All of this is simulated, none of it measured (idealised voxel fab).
This section sets out a process module, namely voxel capacitor over wiring.
Cross-section cut: width 255 nm, square cells of 5 nm.
Reading order for cross-sections: top band down to bottom band. Underlying form: a grid of square cells. Band size: one or more rows of cells. Each band's line starts with the height of the band's top and of its bottom, in nm. Then come its materials from left to right, each with its width in nm. One material with "full width" fills the band from edge to edge. "blank" is empty space. Measure heights from 0. That's the level where, below it, the as-received wafer is all one material. The lowest band is bottomless and extends downward; write it as in "top 0, no bottom". The width entry "30..40" should be interpreted row by row: the top row of cells in the band takes the first number, the bottom row takes the second number, and the change between adjacent rows is uniform throughout. "remained the same" after a step means that no cell of the cross-section changed. Listed in "Tabulated closed voids": every empty space of 8 or more cells without an open way to the top. Form: width x height at distance, the distance being from the left edge, all in nm. On a step's line, text after the settings is the simulator commenting on that step. The "overlay nm" setting may appear on a step's line; for a step that uses a mask, it gives how far to the right of its planned position the mask lay, and a negative value indicates the left.

-- Intended process steps
1 RECEIVE,material Si
2 CONFORMAL_DEP,material SiO2,thk nm 10
3 CONFORMAL_DEP,material SiCN,thk nm 5
4 DIRECTIONAL_DEP,material SiO2,thk nm 20
5 PATTERN,tone open,mask id METAL_1,material resist,width nm 30,pitch nm 95,thk nm 20,overlay nm 0
6 DIRECTIONAL_ETCH,etch materials SiO2,depth nm 20
7 DIRECTIONAL_ETCH,etch materials SiCN,depth nm 5
8 STRIP,etch materials resist
9 CONFORMAL_DEP,material TiN,thk nm 5
10 FILL_DEP,material Ru,thk nm 5
11 CMP,height nm 35
12 CONFORMAL_DEP,material SiCN,thk nm 5
13 DIRECTIONAL_DEP,material SiO2,thk nm 15
14 PATTERN,tone open,mask id PLUG_1,material resist,width nm 15,thk nm 20,overlay nm 0
15 DIRECTIONAL_ETCH,etch materials SiO2,depth nm 15
16 DIRECTIONAL_ETCH,etch materials SiCN,depth nm 5
17 STRIP,etch materials resist
18 EPI,material Ru,thk nm 10
19 EPI,material Ru,thk nm 10
20 DIRECTIONAL_DEP,material TiN,thk nm 10
21 DIRECTIONAL_DEP,material HfO2,thk nm 5
22 DIRECTIONAL_DEP,material TiN,thk nm 10
23 MASKED_ETCH,tone cover,mask id UPPER_PLATE,width nm 70,etch materials TiN,depth nm 10,overlay nm 0
24 MASKED_ETCH,tone cover,mask id UPPER_PLATE,width nm 70,etch materials HfO2,depth nm 5,overlay nm 0
25 DIRECTIONAL_DEP,material aC,thk nm 15
26 PATTERN,tone cover,mask id LOWER_PLATE,material resist,width nm 80,thk nm 35,overlay nm 0
27 DIRECTIONAL_ETCH,etch materials aC,depth nm 15
28 STRIP,etch materials resist
29 DIRECTIONAL_ETCH,etch materials TiN,depth nm 10
30 STRIP,etch materials aC
31 FILL_DEP,material SiO2,thk nm 15
32 CMP,height nm 90
33 DIRECTIONAL_DEP,material aC,thk nm 15
34 PATTERN,tone open,mask id PLUG_2,material resist,width nm 15,thk nm 30,overlay nm 0
35 DIRECTIONAL_ETCH,etch materials aC,depth nm 15
36 STRIP,etch materials resist
37 DIRECTIONAL_ETCH,etch materials SiO2,depth nm 10
38 STRIP,etch materials aC
39 CONFORMAL_DEP,material TiN,thk nm 5
40 FILL_DEP,material W,thk nm 10
41 CMP,height nm 90
42 CONFORMAL_DEP,material SiN,thk nm 5

-- First of the two wafers, run per plan

-- Incoming wafer, cross-sectional view, post step 1
  top 0, no bottom  Si full width
  Tabulated closed voids: none

-- Take a look at the wafer's cross-section after step 2
  top 10, bottom 0  SiO2 full width
  At heights below 0, the structure remains unaltered.

-- Take a look at the wafer's cross-section after step 3
  top 15, bottom 10  SiCN full width
  At heights below 10, the structure remains unaltered.

-- Take a look at the wafer's cross-section after step 4
  top 35, bottom 15  SiO2 full width
  At heights below 15, the structure remains unaltered.

-- Take a look at the wafer's cross-section after step 5
  top 55, bottom 35  resist (65) / blank (30) / resist (65) / blank (30) / resist (65)
  At heights below 35, the structure remains unaltered.

-- Take a look at the wafer's cross-section after step 6
  top 55, bottom 35  resist (65) / blank (30) / resist (65) / blank (30) / resist (65)
  top 35, bottom 15  SiO2 (65) / blank (30) / SiO2 (65) / blank (30) / SiO2 (65)
  At heights below 15, the structure remains unaltered.

-- Take a look at the wafer's cross-section after step 7
  top 55, bottom 35  resist (65) / blank (30) / resist (65) / blank (30) / resist (65)
  top 35, bottom 15  SiO2 (65) / blank (30) / SiO2 (65) / blank (30) / SiO2 (65)
  top 15, bottom 10  SiCN (65) / blank (30) / SiCN (65) / blank (30) / SiCN (65)
  At heights below 10, the structure remains unaltered.

-- Take a look at the wafer's cross-section after step 8
  top 35, bottom 15  SiO2 (65) / blank (30) / SiO2 (65) / blank (30) / SiO2 (65)
  At heights below 15, the structure remains unaltered.

-- Take a look at the wafer's cross-section after step 9
  top 40, bottom 35  TiN (70) / blank (20) / TiN (75) / blank (20) / TiN (70)
  top 35, bottom 15  SiO2 (65) / TiN (5) / blank (20) / TiN (5) / SiO2 (65) / TiN (5) / blank (20) / TiN (5) / SiO2 (65)
  top 15, bottom 10  SiCN (65) / TiN (30) / SiCN (65) / TiN (30) / SiCN (65)
  At heights below 10, the structure remains unaltered.

-- Take a look at the wafer's cross-section after step 10
  top 45, bottom 40  Ru full width
  top 40, bottom 35  TiN (70) / Ru (20) / TiN (75) / Ru (20) / TiN (70)
  top 35, bottom 15  SiO2 (65) / TiN (5) / Ru (20) / TiN (5) / SiO2 (65) / TiN (5) / Ru (20) / TiN (5) / SiO2 (65)
  At heights below 15, the structure remains unaltered.

-- Take a look at the wafer's cross-section after step 11
  top 35, bottom 15  SiO2 (65) / TiN (5) / Ru (20) / TiN (5) / SiO2 (65) / TiN (5) / Ru (20) / TiN (5) / SiO2 (65)
  At heights below 15, the structure remains unaltered.

-- Take a look at the wafer's cross-section after step 12
  top 40, bottom 35  SiCN full width
  At heights below 35, the structure remains unaltered.

-- Take a look at the wafer's cross-section after step 13
  top 55, bottom 40  SiO2 full width
  At heights below 40, the structure remains unaltered.

-- Take a look at the wafer's cross-section after step 14
  top 75, bottom 55  resist (80) / blank (15) / resist (160)
  At heights below 55, the structure remains unaltered.

-- Take a look at the wafer's cross-section after step 15
  top 75, bottom 55  resist (80) / blank (15) / resist (160)
  top 55, bottom 40  SiO2 (80) / blank (15) / SiO2 (160)
  At heights below 40, the structure remains unaltered.

-- Take a look at the wafer's cross-section after step 16
  top 75, bottom 55  resist (80) / blank (15) / resist (160)
  top 55, bottom 40  SiO2 (80) / blank (15) / SiO2 (160)
  top 40, bottom 35  SiCN (80) / blank (15) / SiCN (160)
  At heights below 35, the structure remains unaltered.

-- Take a look at the wafer's cross-section after step 17
  top 55, bottom 40  SiO2 (80) / blank (15) / SiO2 (160)
  At heights below 40, the structure remains unaltered.

-- Take a look at the wafer's cross-section after step 18
  top 55, bottom 45  SiO2 (80) / blank (15) / SiO2 (160)
  top 45, bottom 40  SiO2 (80) / Ru (15) / SiO2 (160)
  top 40, bottom 35  SiCN (80) / Ru (15) / SiCN (160)
  At heights below 35, the structure remains unaltered.

-- Take a look at the wafer's cross-section after step 19
  top 55, bottom 40  SiO2 (80) / Ru (15) / SiO2 (160)
  At heights below 40, the structure remains unaltered.

-- Take a look at the wafer's cross-section after step 20
  top 65, bottom 55  TiN full width
  At heights below 55, the structure remains unaltered.

-- Take a look at the wafer's cross-section after step 21
  top 70, bottom 65  HfO2 full width
  At heights below 65, the structure remains unaltered.

-- Take a look at the wafer's cross-section after step 22
  top 80, bottom 70  TiN full width
  At heights below 70, the structure remains unaltered.

-- Take a look at the wafer's cross-section after step 23
  top 80, bottom 70  blank (80) / TiN (70) / blank (105)
  At heights below 70, the structure remains unaltered.

-- Take a look at the wafer's cross-section after step 24
  top 80, bottom 70  blank (80) / TiN (70) / blank (105)
  top 70, bottom 65  blank (80) / HfO2 (70) / blank (105)
  At heights below 65, the structure remains unaltered.

-- Take a look at the wafer's cross-section after step 25
  top 95, bottom 80  blank (80) / aC (70) / blank (105)
  top 80, bottom 70  aC (80) / TiN (70) / aC (105)
  top 70, bottom 65  aC (80) / HfO2 (70) / aC (105)
  At heights below 65, the structure remains unaltered.

-- Take a look at the wafer's cross-section after step 26
  top 130, bottom 95  blank (75) / resist (80) / blank (100)
  top 95, bottom 80  blank (75) / resist (5) / aC (70) / resist (5) / blank (100)
  At heights below 80, the structure remains unaltered.

-- Take a look at the wafer's cross-section after step 27
  top 115, bottom 95  blank (75) / resist (80) / blank (100)
  top 95, bottom 80  blank (75) / resist (5) / aC (70) / resist (5) / blank (100)
  top 80, bottom 70  blank (75) / aC (5) / TiN (70) / aC (5) / blank (100)
  top 70, bottom 65  blank (75) / aC (5) / HfO2 (70) / aC (5) / blank (100)
  At heights below 65, the structure remains unaltered.

-- Take a look at the wafer's cross-section after step 28
  top 95, bottom 80  blank (80) / aC (70) / blank (105)
  At heights below 80, the structure remains unaltered.

-- Take a look at the wafer's cross-section after step 29
  top 95, bottom 80  blank (80) / aC (70) / blank (105)
  top 80, bottom 70  blank (75) / aC (5) / TiN (70) / aC (5) / blank (100)
  top 70, bottom 65  blank (75) / aC (5) / HfO2 (70) / aC (5) / blank (100)
  top 65, bottom 55  blank (75) / TiN (80) / blank (100)
  At heights below 55, the structure remains unaltered.

-- Take a look at the wafer's cross-section after step 30
  top 80, bottom 70  blank (80) / TiN (70) / blank (105)
  top 70, bottom 65  blank (80) / HfO2 (70) / blank (105)
  At heights below 65, the structure remains unaltered.

-- Take a look at the wafer's cross-section after step 31
  top 95, bottom 80  SiO2 full width
  top 80, bottom 70  SiO2 (80) / TiN (70) / SiO2 (105)
  top 70, bottom 65  SiO2 (80) / HfO2 (70) / SiO2 (105)
  top 65, bottom 55  SiO2 (75) / TiN (80) / SiO2 (100)
  At heights below 55, the structure remains unaltered.

-- Take a look at the wafer's cross-section after step 32
  top 90, bottom 80  SiO2 full width
  At heights below 80, the structure remains unaltered.

-- Take a look at the wafer's cross-section after step 33
  top 105, bottom 90  aC full width
  At heights below 90, the structure remains unaltered.

-- Take a look at the wafer's cross-section after step 34
  top 135, bottom 105  resist (90) / blank (15) / resist (150)
  At heights below 105, the structure remains unaltered.

-- Take a look at the wafer's cross-section after step 35
  top 120, bottom 105  resist (90) / blank (15) / resist (150)
  top 105, bottom 90  aC (90) / blank (15) / aC (150)
  At heights below 90, the structure remains unaltered.

-- Take a look at the wafer's cross-section after step 36
  top 105, bottom 90  aC (90) / blank (15) / aC (150)
  At heights below 90, the structure remains unaltered.

-- Take a look at the wafer's cross-section after step 37
  top 105, bottom 90  aC (90) / blank (15) / aC (150)
  top 90, bottom 80  SiO2 (90) / blank (15) / SiO2 (150)
  At heights below 80, the structure remains unaltered.

-- Take a look at the wafer's cross-section after step 38
  top 90, bottom 80  SiO2 (90) / blank (15) / SiO2 (150)
  At heights below 80, the structure remains unaltered.

-- Take a look at the wafer's cross-section after step 39
  top 95, bottom 90  TiN (95) / blank (5) / TiN (155)
  top 90, bottom 85  SiO2 (90) / TiN (5) / blank (5) / TiN (5) / SiO2 (150)
  top 85, bottom 80  SiO2 (90) / TiN (15) / SiO2 (150)
  At heights below 80, the structure remains unaltered.

-- Take a look at the wafer's cross-section after step 40
  top 105, bottom 95  W full width
  top 95, bottom 90  TiN (95) / W (5) / TiN (155)
  top 90, bottom 85  SiO2 (90) / TiN (5) / W (5) / TiN (5) / SiO2 (150)
  At heights below 85, the structure remains unaltered.

-- Take a look at the wafer's cross-section after step 41
  top 90, bottom 85  SiO2 (90) / TiN (5) / W (5) / TiN (5) / SiO2 (150)
  At heights below 85, the structure remains unaltered.

-- Take a look at the wafer's cross-section after step 42
  top 95, bottom 90  SiN full width
  At heights below 90, the structure remains unaltered.

-- Wafer two. Same start, same plan, one slip in execution. Same as wafer one through step 17, inclusive

-- The second wafer in cross-section, at the planned close of step 19
  top 65, bottom 55  blank (70) / Ru (35) / blank (150)
  top 55, bottom 40  SiO2 (80) / Ru (15) / SiO2 (160)
  top 40, bottom 35  SiCN (80) / Ru (15) / SiCN (160)
  At heights below 35, the structure remains unaltered.

-- The second wafer in cross-section, at the planned close of step 20
  top 75, bottom 65  blank (70) / TiN (35) / blank (150)
  top 65, bottom 55  TiN (70) / Ru (35) / TiN (150)
  At heights below 55, the structure remains unaltered.

-- The second wafer in cross-section, at the planned close of step 21
  top 80, bottom 75  blank (70) / HfO2 (35) / blank (150)
  top 75, bottom 70  blank (70) / TiN (35) / blank (150)
  top 70, bottom 65  HfO2 (70) / TiN (35) / HfO2 (150)
  At heights below 65, the structure remains unaltered.

-- The second wafer in cross-section, at the planned close of step 22
  top 90, bottom 80  blank (70) / TiN (35) / blank (150)
  top 80, bottom 75  TiN (70) / HfO2 (35) / TiN (150)
  top 75, bottom 70  TiN full width
  At heights below 70, the structure remains unaltered.

-- The second wafer in cross-section, at the planned close of step 23
  top 90, bottom 80  blank (80) / TiN (25) / blank (150)
  top 80, bottom 75  blank (70) / HfO2 (35) / TiN (45) / blank (105)
  top 75, bottom 70  blank (70) / TiN (80) / blank (105)
  At heights below 70, the structure remains unaltered.

-- The second wafer in cross-section, at the planned close of step 24
  top 90, bottom 80  blank (80) / TiN (25) / blank (150)
  top 80, bottom 75  blank (80) / HfO2 (25) / TiN (45) / blank (105)
  top 75, bottom 70  blank (70) / TiN (80) / blank (105)
  top 70, bottom 65  blank (70) / TiN (35) / HfO2 (45) / blank (105)
  At heights below 65, the structure remains unaltered.

-- The second wafer in cross-section, at the planned close of step 25
  top 105, bottom 95  blank (80) / aC (25) / blank (150)
  top 95, bottom 90  blank (80) / aC (70) / blank (105)
  top 90, bottom 80  blank (70) / aC (10) / TiN (25) / aC (45) / blank (105)
  top 80, bottom 75  aC (80) / HfO2 (25) / TiN (45) / aC (105)
  top 75, bottom 70  aC (70) / TiN (80) / aC (105)
  top 70, bottom 65  aC (70) / TiN (35) / HfO2 (45) / aC (105)
  At heights below 65, the structure remains unaltered.

-- The second wafer in cross-section, at the planned close of step 26
  top 140, bottom 105  blank (75) / resist (80) / blank (100)
  top 105, bottom 95  blank (75) / resist (5) / aC (25) / resist (50) / blank (100)
  top 95, bottom 90  blank (75) / resist (5) / aC (70) / resist (5) / blank (100)
  top 90, bottom 80  blank (70) / aC (10) / TiN (25) / aC (45) / resist (5) / blank (100)
  At heights below 80, the structure remains unaltered.

-- The second wafer in cross-section, at the planned close of step 27
  top 125, bottom 105  blank (75) / resist (80) / blank (100)
  top 105, bottom 95  blank (75) / resist (5) / aC (25) / resist (50) / blank (100)
  top 95, bottom 90  blank (75) / resist (5) / aC (70) / resist (5) / blank (100)
  top 90, bottom 80  blank (75) / aC (5) / TiN (25) / aC (45) / resist (5) / blank (100)
  top 80, bottom 75  blank (75) / aC (5) / HfO2 (25) / TiN (45) / aC (5) / blank (100)
  top 75, bottom 70  blank (70) / TiN (80) / aC (5) / blank (100)
  top 70, bottom 65  blank (70) / TiN (35) / HfO2 (45) / aC (5) / blank (100)
  At heights below 65, the structure remains unaltered.

-- The second wafer in cross-section, at the planned close of step 28
  top 105, bottom 95  blank (80) / aC (25) / blank (150)
  top 95, bottom 90  blank (80) / aC (70) / blank (105)
  top 90, bottom 80  blank (75) / aC (5) / TiN (25) / aC (45) / blank (105)
  At heights below 80, the structure remains unaltered.

-- The second wafer in cross-section, at the planned close of step 29
  top 105, bottom 95  blank (80) / aC (25) / blank (150)
  top 95, bottom 90  blank (80) / aC (70) / blank (105)
  top 90, bottom 80  blank (75) / aC (5) / TiN (25) / aC (45) / blank (105)
  top 80, bottom 75  blank (75) / aC (5) / HfO2 (25) / TiN (45) / aC (5) / blank (100)
  top 75, bottom 70  blank (75) / TiN (75) / aC (5) / blank (100)
  top 70, bottom 65  blank (75) / TiN (30) / HfO2 (45) / aC (5) / blank (100)
  top 65, bottom 55  blank (70) / Ru (35) / TiN (50) / blank (100)
  At heights below 55, the structure remains unaltered.

-- The second wafer in cross-section, at the planned close of step 30
  top 90, bottom 80  blank (80) / TiN (25) / blank (150)
  top 80, bottom 75  blank (80) / HfO2 (25) / TiN (45) / blank (105)
  top 75, bottom 70  blank (75) / TiN (75) / blank (105)
  top 70, bottom 65  blank (75) / TiN (30) / HfO2 (45) / blank (105)
  At heights below 65, the structure remains unaltered.

-- The second wafer in cross-section, at the planned close of step 31
  top 105, bottom 90  SiO2 full width
  top 90, bottom 80  SiO2 (80) / TiN (25) / SiO2 (150)
  top 80, bottom 75  SiO2 (80) / HfO2 (25) / TiN (45) / SiO2 (105)
  top 75, bottom 70  SiO2 (75) / TiN (75) / SiO2 (105)
  top 70, bottom 65  SiO2 (75) / TiN (30) / HfO2 (45) / SiO2 (105)
  top 65, bottom 55  SiO2 (70) / Ru (35) / TiN (50) / SiO2 (100)
  At heights below 55, the structure remains unaltered.

-- The second wafer in cross-section, at the planned close of step 32
  top 90, bottom 80  SiO2 (80) / TiN (25) / SiO2 (150)
  At heights below 80, the structure remains unaltered.

-- The second wafer in cross-section, at the planned close of step 33
  top 105, bottom 90  aC full width
  At heights below 90, the structure remains unaltered.

-- The second wafer in cross-section, at the planned close of step 34
  top 135, bottom 105  resist (90) / blank (15) / resist (150)
  At heights below 105, the structure remains unaltered.

-- The second wafer in cross-section, at the planned close of step 35
  top 120, bottom 105  resist (90) / blank (15) / resist (150)
  top 105, bottom 90  aC (90) / blank (15) / aC (150)
  At heights below 90, the structure remains unaltered.

-- The second wafer in cross-section, at the planned close of step 36
  top 105, bottom 90  aC (90) / blank (15) / aC (150)
  At heights below 90, the structure remains unaltered.

The second wafer in cross-section, at the planned close of step 37: remained the same

-- The second wafer in cross-section, at the planned close of step 38
  top 90, bottom 80  SiO2 (80) / TiN (25) / SiO2 (150)
  At heights below 80, the structure remains unaltered.

-- The second wafer in cross-section, at the planned close of step 39
  top 95, bottom 90  TiN full width
  At heights below 90, the structure remains unaltered.

-- The second wafer in cross-section, at the planned close of step 40
  top 105, bottom 95  W full width
  At heights below 95, the structure remains unaltered.

-- The second wafer in cross-section, at the planned close of step 41
  top 90, bottom 80  SiO2 (80) / TiN (25) / SiO2 (150)
  At heights below 80, the structure remains unaltered.

-- The second wafer in cross-section, at the planned close of step 42
  top 95, bottom 90  SiN full width
  At heights below 90, the structure remains unaltered.
Short version of what went wrong: which of the identical steps 18 and 19 was run twice cannot be determined, only that one of them was
Cell-count delta at end, second wafer over first, by material: 14 more of Ru; 8 fewer of SiO2; 5 fewer of TiN; 1 fewer of W
